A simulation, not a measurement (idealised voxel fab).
process module | voxel wiring stack
cross-section cut | 195 nm wide | cells 5 nm
A cross-section is a grid of square cells, given in bands from the top down. A band is one or more rows of cells.
Each band's line starts with the height of the band's top and of its bottom, in nm. Then come its materials from left to right, each with its width in nm. One material with "throughout" fills the band from edge to edge. "air" is empty space.
Height 0 is the level under which the wafer as received is all one material. The lowest band goes on downwards, as in "0 down".
A width such as "30 to 40" changes by the same amount from each row of cells to the next, from the band's top row to its bottom row.
"no change" after a step means that no cell of the cross-section changed.
closed voids: empty space of 8 cells or more with no open way to the top, each as width x height at its distance from the left edge, in nm
after a step's settings: what the simulator itself notes on the step
overlay nm, on a step with a mask: how far to the right of its planned place the mask lay; to the left if negative
plan
1 op RECEIVE | material Si
2 op CONFORMAL_DEP | material SiO2 | thk nm 15
3 op CONFORMAL_DEP | material SiCN | thk nm 5
4 op DIRECTIONAL_DEP | material lowk | thk nm 20
5 op MASKED_ETCH | tone open | mask id METAL_1 | width nm 25 | pitch nm 40 | etch materials lowk | depth nm 20 | overlay nm 0
6 op MASKED_ETCH | tone open | mask id METAL_1 | width nm 25 | pitch nm 40 | etch materials SiCN | depth nm 5 | overlay nm 0
7 op CONFORMAL_DEP | material TiN | thk nm 5
8 op FILL_DEP | material Cu | thk nm 10
9 op CMP | height nm 40
10 op EPI | material Ru | thk nm 5
11 op FILL_DEP | material SiCN | thk nm 5
12 op DIRECTIONAL_DEP | material lowk | thk nm 25
13 op DIRECTIONAL_DEP | material aC | thk nm 15
14 op PATTERN | tone open | mask id METAL_2 | material resist | width nm 25 | pitch nm 40 | thk nm 35 | overlay nm 0
15 op DIRECTIONAL_ETCH | etch materials aC | depth nm 15
16 op STRIP | etch materials resist
17 op DIRECTIONAL_ETCH | etch materials lowk | depth nm 15
18 op STRIP | etch materials aC
19 op PATTERN | tone open | mask id METAL_2_HOLES | material resist | width nm 15 | pitch nm 40 | thk nm 20 | overlay nm 0
20 op DIRECTIONAL_ETCH | etch materials lowk | depth nm 10
21 op DIRECTIONAL_ETCH | etch materials SiCN | depth nm 5
22 op STRIP | etch materials resist
23 op CONFORMAL_DEP | material TiN | thk nm 5
24 op FILL_DEP | material Cu | thk nm 10
25 op CMP | height nm 75
26 op CONFORMAL_DEP | material SiCN | thk nm 5
as received, after step 1
  0 down: Si throughout
  closed voids: none
a wafer at the end: this start, this plan, one mistake
  80 to 75: SiCN throughout
  75 to 65: lowk 65 | TiN 5 | Cu 15 | TiN 5 | lowk 15 | TiN 5 | Cu 15 | TiN 5 | lowk 65
  65 to 60: lowk 65 | TiN 5 | Cu 5 | TiN 15 | lowk 15 | TiN 5 | Cu 5 | TiN 15 | lowk 65
  60 to 50: lowk 65 | TiN 5 | Cu 5 | TiN 5 | lowk 25 | TiN 5 | Cu 5 | TiN 5 | lowk 75
  50 to 45: SiCN 65 | TiN 15 | SiCN 25 | TiN 15 | SiCN 75
  45 to 40: Ru throughout
  40 to 35: TiN 70 | Cu 15 | TiN 25 | Cu 15 | TiN 70
  35 to 20: lowk 65 | TiN 5 | Cu 15 | TiN 5 | lowk 15 | TiN 5 | Cu 15 | TiN 5 | lowk 65
  20 to 15: SiCN 65 | TiN 25 | SiCN 15 | TiN 25 | SiCN 65
  15 to 0: SiO2 throughout
  0 down: Si throughout
  closed voids: none
what went wrong: step 4 ran as: op DIRECTIONAL_DEP | material lowk | thk nm 15
